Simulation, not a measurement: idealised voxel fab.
Module name: voxel quadruple lines (process module)
Section cut is 295 nm wide and gridded with 5 nm square cells.
Throughout this document, each cross-section is represented as a grid of square cells and is presented as a sequence of bands enumerated from the top downward, where a band comprises one or more rows of cells. Quick guide to a band line: top height, bottom height (nm) up front; then every material left to right with its width in nm. Only one material and it's marked "throughout"? Then it fills the band edge to edge. And "empty" just means empty space. Height datum 0, below which the as-received substrate wafer is one material. Lowest band open at the bottom, running downward: "from 0 down". A width given as "30 to 40" starts at the first number in the band's top row and ends at the second number in its bottom row, shifting by an equal amount at every step from row to row. "nothing was modified" means the step left every cell of the cross-section as it was. Entry "Tabulated closed voids". Content: empty spaces with no open connection to the top, size 8 cells or greater. Each: width x height at distance. Distance: from left edge. Unit: nm. Past the settings on a step's line: simulator remark, on that step. The line of a step may include "overlay nm". On a step with a mask, this value is how far to the right of its planned place the mask lay. A negative value means the mask lay to the left.

Process steps (planned):
1) RECEIVE [material Si]
2) CONFORMAL_DEP [material Al2O3] [thk nm 5]
3) DIRECTIONAL_DEP [material TiN] [thk nm 15]
4) DIRECTIONAL_DEP [material polySi] [thk nm 20]
5) DIRECTIONAL_DEP [material aC] [thk nm 20]
6) PATTERN [tone cover] [mask id MANDREL] [material resist] [width nm 30] [thk nm 30] [overlay nm 0]
7) DIRECTIONAL_ETCH [etch materials aC] [depth nm 20]
8) STRIP [etch materials resist]
9) CONFORMAL_DEP [material SiO2] [thk nm 10]
10) DIRECTIONAL_ETCH [etch materials SiO2] [depth nm 10]
11) STRIP [etch materials aC]
12) DIRECTIONAL_ETCH [etch materials polySi] [depth nm 20]
13) STRIP [etch materials SiO2]
14) CONFORMAL_DEP [material SiCN] [thk nm 10]
15) DIRECTIONAL_ETCH [etch materials SiCN] [depth nm 10]
16) STRIP [etch materials polySi]
17) DIRECTIONAL_ETCH [etch materials TiN] [depth nm 15]
18) STRIP [etch materials SiCN]

Wafer cross-section on receipt, i.e. after step 1:
from 0 down = Si throughout
Tabulated closed voids: none

Cross-section: first of two wafers, module finished, run according to plan:
from 20 to 5 = empty=110; TiN=10; empty=10; TiN=10; empty=10; TiN=10; empty=10; TiN=10; empty=115
from 5 to 0 = Al2O3 throughout
from 0 down = Si throughout
Tabulated closed voids: none

Presented here is a cross-section of the second of the two wafers as it stood at the end of the module. It was started in the same manner and assigned the same plan as the first wafer; however, one mistake was made in its execution:
from 25 to 10 = empty=110; TiN=10; empty=10; TiN=10; empty=10; TiN=10; empty=10; TiN=10; empty=115
from 10 to 5 = TiN throughout
from 5 to 0 = Al2O3 throughout
from 0 down = Si throughout
Tabulated closed voids: none
Want to know what went wrong? contrary to plan, step 3 was performed as DIRECTIONAL_DEP [material TiN] [thk nm 20]
Final difference in cells, second wafer against first, listed per material as more or fewer: TiN: 59 more
